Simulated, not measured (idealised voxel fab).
Documented hereafter: the process module known as voxel gate over fins.
Section shown: cut. Width: 170 nm. Cell size: 5 nm, square.
How to read a cross-section here: the picture is a grid of square cells, written as bands going from the top down, and any band can span one or more rows of cells. Band: top height; bottom height; in nm. Then, left to right: material with width in nm, for each material. "full width": a single material spanning edge to edge. "air": empty space. A quick word on heights: they are counted from 0, and under that level the wafer as it came to us is one material throughout. The lowest band is different from the rest in having no bottom; it simply continues downward, written as in "0 down". The width entry "30->40" should be interpreted row by row: the top row of cells in the band takes the first number, the bottom row takes the second number, and the change between adjacent rows is uniform throughout. Reading "nothing altered" for a step: not a cell of the cross-section changed in it. Closed voids list: empty space of 8 cells or more with no open way to the top, each as width x height at its distance from the left edge, in nm. Anything after a step's settings on that line? It's the simulator's own note about the step. You can add "overlay nm" to a step's line. For a step with a mask, it describes how far the mask lay to the right of its planned position, and a negative number describes a lay to the left.
List of planned process steps
| 1 | RECEIVE: material Si |
| 2 | CONFORMAL_DEP: material SiN, thk nm 10 |
| 3 | DIRECTIONAL_DEP: material aC, thk nm 15 |
| 4 | PATTERN: tone cover, mask id FINS, material resist, width nm 15, pitch nm 35, thk nm 30, overlay nm 0 |
| 5 | DIRECTIONAL_ETCH: etch materials aC, depth nm 15 |
| 6 | STRIP: etch materials resist |
| 7 | DIRECTIONAL_ETCH: etch materials SiN, depth nm 10 |
| 8 | DIRECTIONAL_ETCH: etch materials Si, depth nm 40 |
| 9 | STRIP: etch materials aC |
| 10 | OXIDIZE: depth nm 5 |
| 11 | FILL_DEP: material SiO2, thk nm 15 |
| 12 | CMP: height nm 10 |
| 13 | SELECTIVE_ETCH: etch materials SiO2, depth nm 25 |
| 14 | STRIP: etch materials SiN |
| 15 | CONFORMAL_DEP: material HfO2, thk nm 5 |
| 16 | CONFORMAL_DEP: material TiN, thk nm 5 |
| 17 | CONFORMAL_DEP: material TiAl, thk nm 5 |
| 18 | CONFORMAL_DEP: material TiN, thk nm 5 |
| 19 | FILL_DEP: material W, thk nm 15 |
| 20 | CMP: height nm 30 |
| 21 | CONFORMAL_DEP: material SiCN, thk nm 5 |
The first of a set of two wafers, run to plan
Wafer cross-section on receipt, i.e. after step 1
    0 down: Si full width
    Closed voids list: none
The following cross-section depicts the wafer upon completion of step 2
    10 to 0: SiN full width
    Everything below 0 is unchanged.
The following cross-section depicts the wafer upon completion of step 3
    25 to 10: aC full width
    Everything below 10 is unchanged.
The following cross-section depicts the wafer upon completion of step 4
    55 to 25: air 25 / resist 15 / air 20 / resist 15 / air 20 / resist 15 / air 20 / resist 15 / air 25
    Everything below 25 is unchanged.
The following cross-section depicts the wafer upon completion of step 5
    40 to 25: air 25 / resist 15 / air 20 / resist 15 / air 20 / resist 15 / air 20 / resist 15 / air 25
    25 to 10: air 25 / aC 15 / air 20 / aC 15 / air 20 / aC 15 / air 20 / aC 15 / air 25
    Everything below 10 is unchanged.
The following cross-section depicts the wafer upon completion of step 6
    25 to 10: air 25 / aC 15 / air 20 / aC 15 / air 20 / aC 15 / air 20 / aC 15 / air 25
    Everything below 10 is unchanged.
The following cross-section depicts the wafer upon completion of step 7
    25 to 10: air 25 / aC 15 / air 20 / aC 15 / air 20 / aC 15 / air 20 / aC 15 / air 25
    10 to 0: air 25 / SiN 15 / air 20 / SiN 15 / air 20 / SiN 15 / air 20 / SiN 15 / air 25
    Everything below 0 is unchanged.
The following cross-section depicts the wafer upon completion of step 8
    25 to 10: air 25 / aC 15 / air 20 / aC 15 / air 20 / aC 15 / air 20 / aC 15 / air 25
    10 to 0: air 25 / SiN 15 / air 20 / SiN 15 / air 20 / SiN 15 / air 20 / SiN 15 / air 25
    0 to -40: air 25 / Si 15 / air 20 / Si 15 / air 20 / Si 15 / air 20 / Si 15 / air 25
    Everything below -40 is unchanged.
The following cross-section depicts the wafer upon completion of step 9
    10 to 0: air 25 / SiN 15 / air 20 / SiN 15 / air 20 / SiN 15 / air 20 / SiN 15 / air 25
    Everything below 0 is unchanged.
The following cross-section depicts the wafer upon completion of step 10
    10 to 0: air 25 / SiN 15 / air 20 / SiN 15 / air 20 / SiN 15 / air 20 / SiN 15 / air 25
    0 to -40: air 25 / SiO2 5 / Si 5 / SiO2 5 / air 20 / SiO2 5 / Si 5 / SiO2 5 / air 20 / SiO2 5 / Si 5 / SiO2 5 / air 20 / SiO2 5 / Si 5 / SiO2 5 / air 25
    -40 to -45: SiO2 30 / Si 5 / SiO2 30 / Si 5 / SiO2 30 / Si 5 / SiO2 30 / Si 5 / SiO2 30
    Everything below -45 is unchanged.
The following cross-section depicts the wafer upon completion of step 11
    25 to 10: SiO2 full width
    10 to 0: SiO2 25 / SiN 15 / SiO2 20 / SiN 15 / SiO2 20 / SiN 15 / SiO2 20 / SiN 15 / SiO2 25
    0 to -45: SiO2 30 / Si 5 / SiO2 30 / Si 5 / SiO2 30 / Si 5 / SiO2 30 / Si 5 / SiO2 30
    Everything below -45 is unchanged.
The following cross-section depicts the wafer upon completion of step 12
    10 to 0: SiO2 25 / SiN 15 / SiO2 20 / SiN 15 / SiO2 20 / SiN 15 / SiO2 20 / SiN 15 / SiO2 25
    Everything below 0 is unchanged.
The following cross-section depicts the wafer upon completion of step 13
    10 to 0: air 25 / SiN 15 / air 20 / SiN 15 / air 20 / SiN 15 / air 20 / SiN 15 / air 25
    0 to -15: air 30 / Si 5 / air 30 / Si 5 / air 30 / Si 5 / air 30 / Si 5 / air 30
    Everything below -15 is unchanged.
The following cross-section depicts the wafer upon completion of step 14
    0 to -15: air 30 / Si 5 / air 30 / Si 5 / air 30 / Si 5 / air 30 / Si 5 / air 30
    Everything below -15 is unchanged.
The following cross-section depicts the wafer upon completion of step 15
    5 to 0: air 25 / HfO2 15 / air 20 / HfO2 15 / air 20 / HfO2 15 / air 20 / HfO2 15 / air 25
    0 to -10: air 25 / HfO2 5 / Si 5 / HfO2 5 / air 20 / HfO2 5 / Si 5 / HfO2 5 / air 20 / HfO2 5 / Si 5 / HfO2 5 / air 20 / HfO2 5 / Si 5 / HfO2 5 / air 25
    -10 to -15: HfO2 30 / Si 5 / HfO2 30 / Si 5 / HfO2 30 / Si 5 / HfO2 30 / Si 5 / HfO2 30
    Everything below -15 is unchanged.
The following cross-section depicts the wafer upon completion of step 16
    10 to 5: air 20 / TiN 25 / air 10 / TiN 25 / air 10 / TiN 25 / air 10 / TiN 25 / air 20
    5 to 0: air 20 / TiN 5 / HfO2 15 / TiN 5 / air 10 / TiN 5 / HfO2 15 / TiN 5 / air 10 / TiN 5 / HfO2 15 / TiN 5 / air 10 / TiN 5 / HfO2 15 / TiN 5 / air 20
    0 to -5: air 20 / TiN 5 / HfO2 5 / Si 5 / HfO2 5 / TiN 5 / air 10 / TiN 5 / HfO2 5 / Si 5 / HfO2 5 / TiN 5 / air 10 / TiN 5 / HfO2 5 / Si 5 / HfO2 5 / TiN 5 / air 10 / TiN 5 / HfO2 5 / Si 5 / HfO2 5 / TiN 5 / air 20
    -5 to -10: TiN 25 / HfO2 5 / Si 5 / HfO2 5 / TiN 20 / HfO2 5 / Si 5 / HfO2 5 / TiN 20 / HfO2 5 / Si 5 / HfO2 5 / TiN 20 / HfO2 5 / Si 5 / HfO2 5 / TiN 25
    Everything below -10 is unchanged.
The following cross-section depicts the wafer upon completion of step 17
    15 to 10: air 15 / TiAl 140 / air 15
    10 to 5: air 15 / TiAl 5 / TiN 25 / TiAl 10 / TiN 25 / TiAl 10 / TiN 25 / TiAl 10 / TiN 25 / TiAl 5 / air 15
    5 to 0: air 15 / TiAl 5 / TiN 5 / HfO2 15 / TiN 5 / TiAl 10 / TiN 5 / HfO2 15 / TiN 5 / TiAl 10 / TiN 5 / HfO2 15 / TiN 5 / TiAl 10 / TiN 5 / HfO2 15 / TiN 5 / TiAl 5 / air 15
    0 to -5: TiAl 20 / TiN 5 / HfO2 5 / Si 5 / HfO2 5 / TiN 5 / TiAl 10 / TiN 5 / HfO2 5 / Si 5 / HfO2 5 / TiN 5 / TiAl 10 / TiN 5 / HfO2 5 / Si 5 / HfO2 5 / TiN 5 / TiAl 10 / TiN 5 / HfO2 5 / Si 5 / HfO2 5 / TiN 5 / TiAl 20
    Everything below -5 is unchanged.
The following cross-section depicts the wafer upon completion of step 18
    20 to 15: air 10 / TiN 150 / air 10
    15 to 10: air 10 / TiN 5 / TiAl 140 / TiN 5 / air 10
    10 to 5: air 10 / TiN 5 / TiAl 5 / TiN 25 / TiAl 10 / TiN 25 / TiAl 10 / TiN 25 / TiAl 10 / TiN 25 / TiAl 5 / TiN 5 / air 10
    5 to 0: TiN 15 / TiAl 5 / TiN 5 / HfO2 15 / TiN 5 / TiAl 10 / TiN 5 / HfO2 15 / TiN 5 / TiAl 10 / TiN 5 / HfO2 15 / TiN 5 / TiAl 10 / TiN 5 / HfO2 15 / TiN 5 / TiAl 5 / TiN 15
    Everything below 0 is unchanged.
The following cross-section depicts the wafer upon completion of step 19
    35 to 20: W full width
    20 to 15: W 10 / TiN 150 / W 10
    15 to 10: W 10 / TiN 5 / TiAl 140 / TiN 5 / W 10
    10 to 5: W 10 / TiN 5 / TiAl 5 / TiN 25 / TiAl 10 / TiN 25 / TiAl 10 / TiN 25 / TiAl 10 / TiN 25 / TiAl 5 / TiN 5 / W 10
    Everything below 5 is unchanged.
The following cross-section depicts the wafer upon completion of step 20
    30 to 20: W full width
    Everything below 20 is unchanged.
The following cross-section depicts the wafer upon completion of step 21
    35 to 30: SiCN full width
    Everything below 30 is unchanged.
Second wafer - shared start and plan with the first - one error in running - same as the first up to step 18 inclusive
Second wafer at the planned finish of step 19, seen in cross-section
    35 to 20: SiN full width
    20 to 15: SiN 10 / TiN 150 / SiN 10
    15 to 10: SiN 10 / TiN 5 / TiAl 140 / TiN 5 / SiN 10
    10 to 5: SiN 10 / TiN 5 / TiAl 5 / TiN 25 / TiAl 10 / TiN 25 / TiAl 10 / TiN 25 / TiAl 10 / TiN 25 / TiAl 5 / TiN 5 / SiN 10
    Everything below 5 is unchanged.
Second wafer at the planned finish of step 20, seen in cross-section
    30 to 20: SiN full width
    Everything below 20 is unchanged.
Second wafer at the planned finish of step 21, seen in cross-section
    35 to 30: SiCN full width
    Everything below 30 is unchanged.
In executing the process, a mistake was made relative to the plan: planned and actual differ for step 19; actual: FILL_DEP: material SiN, thk nm 15
at the end the second wafer has, in cells: SiN +80, W -80
